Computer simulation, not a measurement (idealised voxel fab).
Presented below is a process module, voxel gate over fins.
Each square cell in cross-section cut measures 5 nm, and the section as a whole is 300 nm wide.
Reading order for cross-sections: top band down to bottom band. Underlying form: a grid of square cells. Band size: one or more rows of cells. It is stipulated that each band's entry specify, in nanometres, the height of the top of the band and then that of its bottom, followed by the materials of the band in left-to-right sequence, each together with its width in nanometres. A single material marked by the word "everywhere" is understood to fill the band from edge to edge; the word "air" is understood to denote empty space. Heights from 0 (as-received wafer is one material below). Bottom band endless downward, as "0..down". Think of "30->40" as a width that walks from the first number to the second as you go down the band, top row to bottom row, taking equal-sized steps from row to row. "nothing altered" for a step: no cell of the cross-section changed in that step. "Fully sealed cavities" contains a list of empty spaces, each no smaller than 8 cells and without an open way to the top, written in the form width x height at distance with the distance from the left edge and all three in nm. Heads up: the bit after the settings on a step's line is the simulator's remark on that step. overlay nm: step with mask; distance mask lay right of planned place; negative value = left of planned place.

-- The process steps that were planned are listed below
- 1: RECEIVE: material Si
- 2: CONFORMAL_DEP: material SiN, thk nm 5
- 3: DIRECTIONAL_DEP: material aC, thk nm 10
- 4: PATTERN: tone cover, mask id FINS, material resist, width nm 15, pitch nm 50, thk nm 25, overlay nm 0
- 5: DIRECTIONAL_ETCH: etch materials aC, depth nm 10
- 6: STRIP: etch materials resist
- 7: DIRECTIONAL_ETCH: etch materials SiN, depth nm 5
- 8: DIRECTIONAL_ETCH: etch materials Si, depth nm 40
- 9: STRIP: etch materials aC
- 10: OXIDIZE: depth nm 5
- 11: FILL_DEP: material SiO2, thk nm 15
- 12: CMP: height nm 5
- 13: PATTERN: tone open, mask id RAIL, material resist, width nm 15, thk nm 20, overlay nm 0
- 14: DIRECTIONAL_ETCH: etch materials SiO2, depth nm 40
- 15: STRIP: etch materials resist
- 16: CONFORMAL_DEP: material TiN, thk nm 5
- 17: FILL_DEP: material W, thk nm 5
- 18: CMP: height nm 5
- 19: SELECTIVE_ETCH: etch materials W Ru TiN, depth nm 30
- 20: FILL_DEP: material SiO2, thk nm 5
- 21: CMP: height nm 5
- 22: SELECTIVE_ETCH: etch materials SiO2, depth nm 20
- 23: STRIP: etch materials SiN
- 24: CONFORMAL_DEP: material HfO2, thk nm 5
- 25: CONFORMAL_DEP: material TiN, thk nm 5
- 26: CONFORMAL_DEP: material TiAl, thk nm 5
- 27: CONFORMAL_DEP: material TiN, thk nm 5
- 28: FILL_DEP: material W, thk nm 10
- 29: CMP: height nm 25
- 30: CONFORMAL_DEP: material SiCN, thk nm 5

-- Shown in cross-section is the wafer as received, that is, as it stands after step 1
* 0..down = Si everywhere
* Fully sealed cavities: none

-- Looking at the first of two wafers in cross-section at end of module - ran to plan
* 30..25 = SiCN everywhere
* 25..20 = W everywhere
* 20..15 = W: 75, then TiN: 45, then W: 5, then TiN: 45, then W: 5, then TiN: 45, then W: 80
* 15..10 = W: 75, then TiN: 5, then TiAl: 35, then TiN: 5, then W: 5, then TiN: 5, then TiAl: 35, then TiN: 5, then W: 5, then TiN: 5, then TiAl: 35, then TiN: 5, then W: 80
* 10..5 = W: 75, then TiN: 5, then TiAl: 5, then TiN: 25, then TiAl: 5, then TiN: 5, then W: 5, then TiN: 5, then TiAl: 5, then TiN: 25, then TiAl: 5, then TiN: 5, then W: 5, then TiN: 5, then TiAl: 5, then TiN: 25, then TiAl: 5, then TiN: 5, then W: 80
* 5..0 = TiN: 80, then TiAl: 5, then TiN: 5, then HfO2: 15, then TiN: 5, then TiAl: 5, then TiN: 15, then TiAl: 5, then TiN: 5, then HfO2: 15, then TiN: 5, then TiAl: 5, then TiN: 15, then TiAl: 5, then TiN: 5, then HfO2: 15, then TiN: 5, then TiAl: 5, then TiN: 85
* 0..-5 = TiAl: 85, then TiN: 5, then HfO2: 5, then Si: 5, then HfO2: 5, then TiN: 5, then TiAl: 25, then TiN: 5, then HfO2: 5, then Si: 5, then HfO2: 5, then TiN: 5, then TiAl: 25, then TiN: 5, then HfO2: 5, then Si: 5, then HfO2: 5, then TiN: 5, then TiAl: 90
* -5..-10 = TiN: 90, then HfO2: 5, then Si: 5, then HfO2: 5, then TiN: 35, then HfO2: 5, then Si: 5, then HfO2: 5, then TiN: 35, then HfO2: 5, then Si: 5, then HfO2: 5, then TiN: 95
* -10..-15 = HfO2: 95, then Si: 5, then HfO2: 45, then Si: 5, then HfO2: 45, then Si: 5, then HfO2: 100
* -15..-25 = SiO2: 95, then Si: 5, then SiO2: 45, then Si: 5, then SiO2: 45, then Si: 5, then SiO2: 100
* -25..-30 = SiO2: 95, then Si: 5, then SiO2: 15, then TiN: 5, then W: 5, then TiN: 5, then SiO2: 15, then Si: 5, then SiO2: 45, then Si: 5, then SiO2: 100
* -30..-35 = SiO2: 95, then Si: 5, then SiO2: 15, then TiN: 15, then SiO2: 15, then Si: 5, then SiO2: 45, then Si: 5, then SiO2: 100
* -35..-45 = SiO2: 95, then Si: 5, then SiO2: 45, then Si: 5, then SiO2: 45, then Si: 5, then SiO2: 100
* -45..down = Si everywhere
* Fully sealed cavities: none

-- End of module, second wafer, cross-section. Started like the first, planned like the first, run with one mistake
* 30..25 = SiCN everywhere
* 25..20 = W everywhere
* 20..15 = W: 75, then TiN: 45, then W: 5, then TiN: 45, then W: 5, then TiN: 45, then W: 80
* 15..10 = W: 75, then TiN: 5, then TiAl: 35, then TiN: 5, then W: 5, then TiN: 5, then TiAl: 35, then TiN: 5, then W: 5, then TiN: 5, then TiAl: 35, then TiN: 5, then W: 80
* 10..5 = W: 75, then TiN: 5, then TiAl: 5, then TiN: 25, then TiAl: 5, then TiN: 5, then W: 5, then TiN: 5, then TiAl: 5, then TiN: 25, then TiAl: 5, then TiN: 5, then W: 5, then TiN: 5, then TiAl: 5, then TiN: 25, then TiAl: 5, then TiN: 5, then W: 80
* 5..0 = W: 75, then TiN: 5, then TiAl: 5, then TiN: 5, then HfO2: 15, then TiN: 5, then TiAl: 5, then TiN: 5, then W: 5, then TiN: 5, then TiAl: 5, then TiN: 5, then HfO2: 15, then TiN: 5, then TiAl: 5, then TiN: 5, then W: 5, then TiN: 5, then TiAl: 5, then TiN: 5, then HfO2: 15, then TiN: 5, then TiAl: 5, then TiN: 5, then W: 80
* 0..-5 = W: 75, then TiN: 5, then TiAl: 5, then TiN: 5, then HfO2: 5, then Si: 5, then HfO2: 5, then TiN: 5, then TiAl: 5, then TiN: 5, then W: 5, then TiN: 5, then TiAl: 5, then TiN: 5, then HfO2: 5, then Si: 5, then HfO2: 5, then TiN: 5, then TiAl: 5, then TiN: 5, then W: 5, then TiN: 5, then TiAl: 5, then TiN: 5, then HfO2: 5, then Si: 5, then HfO2: 5, then TiN: 5, then TiAl: 5, then TiN: 5, then W: 80
* -5..-10 = TiN: 80, then TiAl: 5, then TiN: 5, then HfO2: 5, then Si: 5, then HfO2: 5, then TiN: 5, then TiAl: 5, then TiN: 15, then TiAl: 5, then TiN: 5, then HfO2: 5, then Si: 5, then HfO2: 5, then TiN: 5, then TiAl: 5, then TiN: 15, then TiAl: 5, then TiN: 5, then HfO2: 5, then Si: 5, then HfO2: 5, then TiN: 5, then TiAl: 5, then TiN: 85
* -10..-15 = TiAl: 85, then TiN: 5, then HfO2: 5, then Si: 5, then HfO2: 5, then TiN: 5, then TiAl: 25, then TiN: 5, then HfO2: 5, then Si: 5, then HfO2: 5, then TiN: 5, then TiAl: 25, then TiN: 5, then HfO2: 5, then Si: 5, then HfO2: 5, then TiN: 5, then TiAl: 90
* -15..-20 = TiN: 90, then HfO2: 5, then Si: 5, then HfO2: 5, then TiN: 35, then HfO2: 5, then Si: 5, then HfO2: 5, then TiN: 35, then HfO2: 5, then Si: 5, then HfO2: 5, then TiN: 95
* -20..-25 = HfO2: 95, then Si: 5, then HfO2: 45, then Si: 5, then HfO2: 45, then Si: 5, then HfO2: 100
* -25..-30 = SiO2: 95, then Si: 5, then SiO2: 15, then TiN: 5, then W: 5, then TiN: 5, then SiO2: 15, then Si: 5, then SiO2: 45, then Si: 5, then SiO2: 100
* -30..-35 = SiO2: 95, then Si: 5, then SiO2: 15, then TiN: 15, then SiO2: 15, then Si: 5, then SiO2: 45, then Si: 5, then SiO2: 100
* -35..-45 = SiO2: 95, then Si: 5, then SiO2: 45, then Si: 5, then SiO2: 45, then Si: 5, then SiO2: 100
* -45..down = Si everywhere
* Fully sealed cavities: none
Want to know what went wrong? in deviation from the planned setting, step 22 was conducted as SELECTIVE_ETCH: etch materials SiO2, depth nm 30
Count the cells at the end and the second wafer has more or fewer of some materials than the first: 12 more of HfO2, 114 fewer of SiO2, 12 more of TiAl, 24 more of TiN, 66 more of W
